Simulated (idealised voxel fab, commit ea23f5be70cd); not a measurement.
Title: Process Module voxel ribs on slabs
Cross-section cut: width 285 nm, square cells of 5 nm.
When this document writes out a cross-section, it uses a grid of square cells and lists it as bands, beginning at the top and moving down, with a band standing for one or more rows of cells.
Heights first: top, then bottom, in nm. Then materials, left to right, each with a width in nm. "full width" on a single material: fills the band edge to edge. "blank": empty space.
Convention: height 0 is the level below which the wafer, as received, is all one material. The lowest band does not terminate at the bottom but continues downward, represented as "0 nm and below".
It should be noted that a width expressed as "30->40" varies in equal increments from row to row of cells within the band, taking the value of the first number at the top row and that of the second number at the bottom row.
Step note "same as before" = no cross-section cell changed.
Entry "Enclosed void catalog" = empty spaces >= 8 cells with no open way to the top; each as width x height at distance, distance from left edge, all nm.
Text after the settings on a step's line: the simulator's own remark on that step.
overlay nm, on a step with a mask: how far to the right of its planned place the mask lay; to the left if negative

**This section lists the process steps that were planned**
1,RECEIVE | material Si
2,DIRECTIONAL_DEP | material SiO2 | thk nm 20
3,DIRECTIONAL_DEP | material polySi | thk nm 25
4,PATTERN | tone cover | mask id RIB | material resist | width nm 30 | thk nm 15 | overlay nm 0
5,DIRECTIONAL_ETCH | etch materials polySi | depth nm 10
6,STRIP | etch materials resist
7,DIRECTIONAL_DEP | material aC | thk nm 10
8,PATTERN | tone cover | mask id SLAB | material resist | width nm 90 | thk nm 30 | overlay nm 0
9,DIRECTIONAL_ETCH | etch materials aC | depth nm 10
10,STRIP | etch materials resist
11,DIRECTIONAL_ETCH | etch materials polySi | depth nm 15
12,STRIP | etch materials aC
13,FILL_DEP | material SiO2 | thk nm 20
14,CMP | height nm 60
15,DIRECTIONAL_DEP | material W | thk nm 5
16,MASKED_ETCH | tone cover | mask id HEATER | width nm 40 | etch materials W | depth nm 5 | overlay nm 0
17,CONFORMAL_DEP | material SiO2 | thk nm 10

**Here's what the wafer looked like in cross-section when it arrived - that's after step 1**
* 0 nm and below | Si full width
* Enclosed void catalog: none

**Cross-sectional image of the first of two wafers at the end of the module, the run having proceeded as planned**
* 75 nm to 70 nm | 110 blank | 60 SiO2 | 115 blank
* 70 nm to 65 nm | SiO2 full width
* 65 nm to 60 nm | 120 SiO2 | 40 W | 125 SiO2
* 60 nm to 45 nm | SiO2 full width
* 45 nm to 35 nm | 125 SiO2 | 30 polySi | 130 SiO2
* 35 nm to 20 nm | 95 SiO2 | 90 polySi | 100 SiO2
* 20 nm to 0 nm | SiO2 full width
* 0 nm and below | Si full width
* Enclosed void catalog: none

**Here is the second of the two wafers cut open at the end of the module - same start, same plan as the first one, but we made one mistake running it**
* 75 nm to 70 nm | 110 blank | 60 SiO2 | 115 blank
* 70 nm to 65 nm | SiO2 full width
* 65 nm to 60 nm | 120 SiO2 | 40 W | 125 SiO2
* 60 nm to 45 nm | aC full width
* 45 nm to 35 nm | 125 aC | 30 polySi | 130 aC
* 35 nm to 20 nm | 95 aC | 90 polySi | 100 aC
* 20 nm to 0 nm | SiO2 full width
* 0 nm and below | Si full width
* Enclosed void catalog: none
Finding, execution versus plan: planned and actual differ for step 13; actual: FILL_DEP | material aC | thk nm 20
At the finish, the second wafer shows more or fewer cells for some materials than the first does: -390 SiO2 | +390 aC
